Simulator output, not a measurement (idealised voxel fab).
Herein follows the process module entitled voxel air gaps.
Square cells of 5 nm make up the cross-section cut, whose width is 255 nm.
This document writes a cross-section as a grid whose cells are square, and gives it as bands, listed from the top down; one or more rows of cells form a band.
Look at the band entry: it leads with the top's height and the bottom's height in nm. Then it lists the materials left to right, with a width in nm for each. The word "edge to edge" on a single material says that material fills the band edge to edge. The word "blank" is empty space.
The level at which height equals 0 is the one under which the wafer, as it arrives, is entirely one material. No lower edge exists for the bottom band, which continues downward and is notated as in "0 and below".
It should be noted that a width expressed as "30..40" varies in equal increments from row to row of cells within the band, taking the value of the first number at the top row and that of the second number at the bottom row.
For the purposes of this document, the phrase "changes: none" attached to a step denotes that no cell within the cross-section was modified by that step.
So "Sealed internal voids" is basically the list of trapped voids: any empty space of 8 cells or more that can't reach the top through an opening. They're written width x height at distance, the distance being from the left edge, and it's all nm.
It should be noted that, on the line of a given step, the content following the step's settings is a remark produced by the simulator itself with respect to that step.
overlay nm: mask offset rightward from planned place, masked step; negative means leftward offset.

**plan**
1,RECEIVE | material Si
2,CONFORMAL_DEP | material SiO2 | thk nm 15
3,CONFORMAL_DEP | material SiCN | thk nm 5
4,DIRECTIONAL_DEP | material lowk | thk nm 30
5,MASKED_ETCH | tone open | mask id LINES | width nm 15 | pitch nm 45 | etch materials lowk | depth nm 30 | overlay nm 0
6,CONFORMAL_DEP | material TiN | thk nm 5
7,FILL_DEP | material W | thk nm 10
8,CMP | height nm 50
9,EPI | material Ru | thk nm 10
10,SELECTIVE_ETCH | etch materials lowk | depth nm 40
11,CONFORMAL_DEP | material SiCN | thk nm 5
The value of width nm given for step 5 in the plan refers to the first wafer; the wafers vary in this setting and are alike at the start.

**Sectional view: first of several wafers, as received, after step 1**
* 0 and below  Si edge to edge
* Sealed internal voids: none

**Module finished, last step 11 done: cross-section of the first of several wafers**
* 65 down to 60  60 of blank | 135 of SiCN | 60 of blank
* 60 down to 50  60 of blank | 5 of SiCN | 35 of Ru | 10 of SiCN | 35 of Ru | 10 of SiCN | 35 of Ru | 5 of SiCN | 60 of blank
* 50 down to 45  60 of blank | 15 of SiCN | 5 of TiN | 5 of W | 5 of TiN | 30 of SiCN | 5 of TiN | 5 of W | 5 of TiN | 30 of SiCN | 5 of TiN | 5 of W | 5 of TiN | 15 of SiCN | 60 of blank
* 45 down to 25  70 of blank | 5 of SiCN | 5 of TiN | 5 of W | 5 of TiN | 5 of SiCN | 20 of blank | 5 of SiCN | 5 of TiN | 5 of W | 5 of TiN | 5 of SiCN | 20 of blank | 5 of SiCN | 5 of TiN | 5 of W | 5 of TiN | 5 of SiCN | 70 of blank
* 25 down to 20  75 of SiCN | 15 of TiN | 30 of SiCN | 15 of TiN | 30 of SiCN | 15 of TiN | 75 of SiCN
* 20 down to 15  SiCN edge to edge
* 15 down to 0  SiO2 edge to edge
* 0 and below  Si edge to edge
* Sealed internal voids: 20 x 20 at 95; 20 x 20 at 140

**Cross-section, module end, final of several wafers**
* 65 down to 60  50 of blank | 150 of SiCN | 55 of blank
* 60 down to 50  50 of blank | 5 of SiCN | 140 of Ru | 5 of SiCN | 55 of blank
* 50 down to 45  50 of blank | 15 of SiCN | 5 of TiN | 20 of W | 5 of TiN | 15 of lowk | 5 of TiN | 20 of W | 5 of TiN | 15 of lowk | 5 of TiN | 20 of W | 5 of TiN | 15 of SiCN | 55 of blank
* 45 down to 25  60 of blank | 5 of SiCN | 5 of TiN | 20 of W | 5 of TiN | 15 of lowk | 5 of TiN | 20 of W | 5 of TiN | 15 of lowk | 5 of TiN | 20 of W | 5 of TiN | 5 of SiCN | 65 of blank
* 25 down to 20  65 of SiCN | 30 of TiN | 15 of lowk | 30 of TiN | 15 of lowk | 30 of TiN | 70 of SiCN
* 20 down to 15  SiCN edge to edge
* 15 down to 0  SiO2 edge to edge
* 0 and below  Si edge to edge
* Sealed internal voids: none

**Per wafer, end of module: cells gained (+) or lost (-) per material since receipt, then closed voids**
width nm 15 | +42 Ru | +174 SiCN | +153 SiO2 | +39 TiN | +15 W | Sealed internal voids: 20 x 20 at 95; 20 x 20 at 140
width nm 20 | +48 Ru | +166 SiCN | +153 SiO2 | +42 TiN | +30 W | Sealed internal voids: 15 x 20 at 95; 15 x 20 at 140
width nm 25 | +54 Ru | +126 SiCN | +153 SiO2 | +45 TiN | +45 W | +48 lowk | Sealed internal voids: none
width nm 30 | +56 Ru | +126 SiCN | +153 SiO2 | +48 TiN | +60 W | +36 lowk | Sealed internal voids: none
